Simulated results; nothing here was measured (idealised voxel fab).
The name of this process module is voxel wiring stack.
Cross-section cut: width 230 nm, square cells of 5 nm.
When this document writes out a cross-section, it uses a grid of square cells and lists it as bands, beginning at the top and moving down, with a band standing for one or more rows of cells. It is stipulated that each band's entry specify, in nanometres, the height of the top of the band and then that of its bottom, followed by the materials of the band in left-to-right sequence, each together with its width in nanometres. A single material marked by the word "edge to edge" is understood to fill the band from edge to edge; the word "blank" is understood to denote empty space. Measure heights from 0. That's the level where, below it, the as-received wafer is all one material. The lowest band is bottomless and extends downward; write it as in "z 0 and below". A width given as "30->40" starts at the first number in the band's top row and ends at the second number in its bottom row, shifting by an equal amount at every step from row to row. A step reported as "no alterations made" is a step in which no cell of the cross-section changed. The label "Sealed-off cavities" introduces a list of the empty spaces, 8 cells or larger, that have no open way up to the top; each entry in it reads width x height at distance, where the distance is taken from the left edge and all three are stated in nm. On a step's line, text after the settings is the simulator commenting on that step. overlay nm: how far to the right of its planned place the mask lay on this masked step (negative: to the left).

Steps planned for the process:
1. RECEIVE with material Si
2. CONFORMAL_DEP with material SiO2, thk nm 15
3. CONFORMAL_DEP with material SiN, thk nm 5
4. DIRECTIONAL_DEP with material SiO2, thk nm 20
5. DIRECTIONAL_DEP with material aC, thk nm 10
6. PATTERN with tone open, mask id METAL_1, material resist, width nm 20, pitch nm 50, thk nm 25, overlay nm 0
7. DIRECTIONAL_ETCH with etch materials aC, depth nm 10
8. STRIP with etch materials resist
9. DIRECTIONAL_ETCH with etch materials SiO2, depth nm 20
10. DIRECTIONAL_ETCH with etch materials SiN, depth nm 5
11. STRIP with etch materials aC
12. CONFORMAL_DEP with material TiN, thk nm 5
13. FILL_DEP with material W, thk nm 10
14. CMP with height nm 40
15. EPI with material Ru, thk nm 5
16. FILL_DEP with material SiCN, thk nm 5
17. DIRECTIONAL_DEP with material lowk, thk nm 30
18. MASKED_ETCH with tone open, mask id METAL_2_HOLES, width nm 15, pitch nm 50, etch materials lowk, depth nm 30, overlay nm 0
19. MASKED_ETCH with tone open, mask id METAL_2, width nm 20, pitch nm 50, etch materials lowk, depth nm 15, overlay nm 0
20. MASKED_ETCH with tone open, mask id METAL_2, width nm 20, pitch nm 50, etch materials SiCN, depth nm 5, overlay nm 0
21. CONFORMAL_DEP with material TiN, thk nm 5
22. FILL_DEP with material Cu, thk nm 5
23. CMP with height nm 80
24. CONFORMAL_DEP with material SiCN, thk nm 5
25. DIRECTIONAL_DEP with material lowk, thk nm 25
26. PATTERN with tone open, mask id METAL_3, material resist, width nm 20, pitch nm 50, thk nm 20, overlay nm 0
27. DIRECTIONAL_ETCH with etch materials lowk, depth nm 15
28. STRIP with etch materials resist
29. PATTERN with tone open, mask id METAL_3_HOLES, material resist, width nm 15, pitch nm 50, thk nm 20, overlay nm 0
30. DIRECTIONAL_ETCH with etch materials lowk, depth nm 10
31. DIRECTIONAL_ETCH with etch materials SiCN, depth nm 5
32. STRIP with etch materials resist
33. CONFORMAL_DEP with material TiN, thk nm 5
34. FILL_DEP with material Ru, thk nm 10
35. CMP with height nm 110
36. CONFORMAL_DEP with material SiN, thk nm 5

As-received wafer cross-section (after step 1):
  z 0 and below  Si edge to edge
  Sealed-off cavities: none

Run as planned - first of the two wafers cross-sectioned at the end of the module:
  z 115 to 110  SiN edge to edge
  z 110 to 100  lowk: 80, then TiN: 5, then Ru: 10, then TiN: 5, then lowk: 30, then TiN: 5, then Ru: 10, then TiN: 5, then lowk: 80
  z 100 to 95  lowk: 80, then TiN: 5, then Ru: 5, then TiN: 10, then lowk: 30, then TiN: 5, then Ru: 5, then TiN: 10, then lowk: 80
  z 95 to 85  lowk: 80, then TiN: 5, then Ru: 5, then TiN: 5, then lowk: 35, then TiN: 5, then Ru: 5, then TiN: 5, then lowk: 85
  z 85 to 80  SiCN: 80, then TiN: 15, then SiCN: 35, then TiN: 15, then SiCN: 85
  z 80 to 70  lowk: 80, then TiN: 5, then Cu: 10, then TiN: 5, then lowk: 30, then TiN: 5, then Cu: 10, then TiN: 5, then lowk: 80
  z 70 to 65  lowk: 80, then TiN: 5, then Cu: 5, then TiN: 10, then lowk: 30, then TiN: 5, then Cu: 5, then TiN: 10, then lowk: 80
  z 65 to 50  lowk: 80, then TiN: 5, then Cu: 5, then TiN: 5, then lowk: 35, then TiN: 5, then Cu: 5, then TiN: 5, then lowk: 85
  z 50 to 45  SiCN: 80, then TiN: 15, then SiCN: 35, then TiN: 15, then SiCN: 85
  z 45 to 40  SiCN: 75, then Ru: 30, then SiCN: 20, then Ru: 30, then SiCN: 75
  z 40 to 20  SiO2: 80, then TiN: 5, then W: 10, then TiN: 5, then SiO2: 30, then TiN: 5, then W: 10, then TiN: 5, then SiO2: 80
  z 20 to 15  SiN: 80, then TiN: 20, then SiN: 30, then TiN: 20, then SiN: 80
  z 15 to 0  SiO2 edge to edge
  z 0 and below  Si edge to edge
  Sealed-off cavities: none

Same start, same plan as the first wafer - but one mistake in the run. Cross-section of the second of the two at the end of the module:
  z 115 to 110  SiN edge to edge
  z 110 to 100  lowk: 80, then TiN: 5, then Ru: 10, then TiN: 5, then lowk: 30, then TiN: 5, then Ru: 10, then TiN: 5, then lowk: 80
  z 100 to 95  lowk: 80, then TiN: 5, then Ru: 5, then TiN: 10, then lowk: 30, then TiN: 5, then Ru: 5, then TiN: 10, then lowk: 80
  z 95 to 85  lowk: 80, then TiN: 5, then Ru: 5, then TiN: 5, then lowk: 35, then TiN: 5, then Ru: 5, then TiN: 5, then lowk: 85
  z 85 to 80  SiCN: 80, then TiN: 15, then SiCN: 35, then TiN: 15, then SiCN: 85
  z 80 to 70  lowk: 80, then TiN: 5, then Cu: 10, then TiN: 5, then lowk: 30, then TiN: 5, then Cu: 10, then TiN: 5, then lowk: 80
  z 70 to 65  lowk: 80, then TiN: 5, then Cu: 5, then TiN: 10, then lowk: 30, then TiN: 5, then Cu: 5, then TiN: 10, then lowk: 80
  z 65 to 50  lowk: 80, then TiN: 5, then Cu: 5, then TiN: 5, then lowk: 35, then TiN: 5, then Cu: 5, then TiN: 5, then lowk: 85
  z 50 to 45  SiCN: 80, then TiN: 15, then SiCN: 35, then TiN: 15, then SiCN: 85
  z 45 to 40  Ru edge to edge
  z 40 to 30  W edge to edge
  z 30 to 25  TiN: 85, then W: 10, then TiN: 40, then W: 10, then TiN: 85
  z 25 to 5  SiO2: 80, then TiN: 5, then W: 10, then TiN: 5, then SiO2: 30, then TiN: 5, then W: 10, then TiN: 5, then SiO2: 80
  z 5 to 0  SiN: 80, then TiN: 20, then SiN: 30, then TiN: 20, then SiN: 80
  z 0 and below  Si edge to edge
  Sealed-off cavities: none
Heads up, the wafer didn't run the way we planned it: plan step 2: skipped, not run
End of process, cell counts, second wafer against first, materials with more or fewer: Ru +34; SiCN -34; SiO2 -138; TiN +42; W +96
